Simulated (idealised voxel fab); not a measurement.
The following process module bears the name voxel ribs on slabs.
Shown is cross-section cut, with a width of 265 nm and square cells of size 5 nm.
Think of the cross-section as a grid of square cells. We describe it in bands, top to bottom, and each band covers one or more rows of those cells.
Top height, bottom height, nm. Materials left to right, width each, nm. Single material + "full width" = fills band edge to edge. "blank" = empty.
Measure heights from 0. That's the level where, below it, the as-received wafer is all one material. The lowest band is bottomless and extends downward; write it as in "0 and below".
You'd read "30 to 40" like this: the band's top row of cells is as wide as the first number, its bottom row is as wide as the second, and going down, every row changes width by the same amount as the row before did.
You'll sometimes find "left unchanged" written for a step, and that's the way of saying that nowhere in the cross-section did a cell change during that step.
Listed closed voids: empty space of 8 cells or more with no open way to the top, each as width x height at its distance from the left edge, in nm
Step line, after settings: the simulator's comment on this step.
overlay nm: step with mask; distance mask lay right of planned place; negative value = left of planned place.
## So here's the lineup of process steps we planned
1,op RECEIVE | material Si
2,op DIRECTIONAL_DEP | material SiO2 | thk nm 30
3,op DIRECTIONAL_DEP | material polySi | thk nm 20
4,op PATTERN | tone cover | mask id RIB | material resist | width nm 25 | thk nm 20 | overlay nm 0
5,op DIRECTIONAL_ETCH | etch materials polySi | depth nm 10
6,op STRIP | etch materials resist
7,op MASKED_ETCH | tone cover | mask id SLAB | width nm 65 | etch materials polySi | depth nm 10 | overlay nm 0
8,op FILL_DEP | material SiO2 | thk nm 15
9,op CMP | height nm 60
10,op DIRECTIONAL_DEP | material W | thk nm 5
11,op MASKED_ETCH | tone cover | mask id HEATER | width nm 35 | etch materials W | depth nm 5 | overlay nm 0
12,op CONFORMAL_DEP | material SiN | thk nm 10
## Delivered wafer in cross-section: state after step 1
- 0 and below | Si full width
- Listed closed voids: none
## Wafer cross-section at module end: first of two, run to plan
- 75 down to 70 | blank: 105 | SiN: 55 | blank: 105
- 70 down to 65 | SiN full width
- 65 down to 60 | SiN: 115 | W: 35 | SiN: 115
- 60 down to 50 | SiO2 full width
- 50 down to 40 | SiO2: 120 | polySi: 25 | SiO2: 120
- 40 down to 30 | SiO2: 100 | polySi: 65 | SiO2: 100
- 30 down to 0 | SiO2 full width
- 0 and below | Si full width
- Listed closed voids: none
## So this is wafer number two of the two, cut at the end of the module - it started where the first did and had the same plan, we just got one thing wrong running it
- 75 down to 70 | blank: 105 | SiN: 55 | blank: 105
- 70 down to 65 | SiN full width
- 65 down to 60 | SiN: 115 | W: 35 | SiN: 115
- 60 down to 55 | SiO2 full width
- 55 down to 45 | SiO2: 120 | polySi: 25 | SiO2: 120
- 45 down to 35 | SiO2: 100 | polySi: 65 | SiO2: 100
- 35 down to 30 | polySi full width
- 30 down to 0 | SiO2 full width
- 0 and below | Si full width
- Listed closed voids: none
Where did the run depart from the plan? step 3 ran differently from the plan; actual operation with settings: op DIRECTIONAL_DEP | material polySi | thk nm 25
Counted in cells at the end, the second wafer holds more or fewer of these materials than the first: SiO2 -53; polySi +53
